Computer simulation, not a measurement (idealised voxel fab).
A process module follows: voxel lift off.
We display cut, a cross-section 175 nm in width whose square cells are each 5 nm.
Throughout this document, each cross-section is represented as a grid of square cells and is presented as a sequence of bands enumerated from the top downward, where a band comprises one or more rows of cells.
Heads up on the band format: heights come first, top then bottom, in nm. After that it's the materials left to right, each with its width in nm. A single material flagged "everywhere" fills the whole band edge to edge, and "empty" means there's empty space there.
Counting heights begins at 0, where everything beneath is, in the wafer as received, one material. The lowest band has no bottom; it goes on downwards, as "0 and below" shows.
When a width is written as two numbers, as in "30..40", the first number is the width in the top row of cells of the band and the second is the width in its bottom row, and the width changes by the same amount from each row to the next.
Step marked "remained the same"? Then no cell in the cross-section changed in it.
"Enclosed voids" contains a list of empty spaces, each no smaller than 8 cells and without an open way to the top, written in the form width x height at distance with the distance from the left edge and all three in nm.
after a step's settings: what the simulator itself notes on the step
If you see "overlay nm" on a step's line and that step has a mask, it's telling you how far right of where it was planned the mask ended up; a negative number means it went left instead.
List of planned process steps
1,RECEIVE with material Si
2,CONFORMAL_DEP with material SiO2, thk nm 5
3,PATTERN with tone open, mask id LINES, material resist, width nm 15, pitch nm 40, thk nm 20, overlay nm 0
4,DIRECTIONAL_DEP with material Ru, thk nm 5
5,STRIP with etch materials resist
6,CONFORMAL_DEP with material SiO2, thk nm 10
Split variable: thk nm, step 4. Plan value = first wafer. Wafers start alike.
Step 1 complete: as-received cross-section of the first of several wafers
- 0 and below = Si everywhere
- Enclosed voids: none
Take any row and you have a wafer at the end of the module: how many cells of each material it has gained (+) or lost (-) since it was received, and then its closed voids
thk nm 5; +12 Ru; +121 SiO2; Enclosed voids: none
thk nm 10; +24 Ru; +137 SiO2; Enclosed voids: none
thk nm 15; +36 Ru; +153 SiO2; Enclosed voids: none
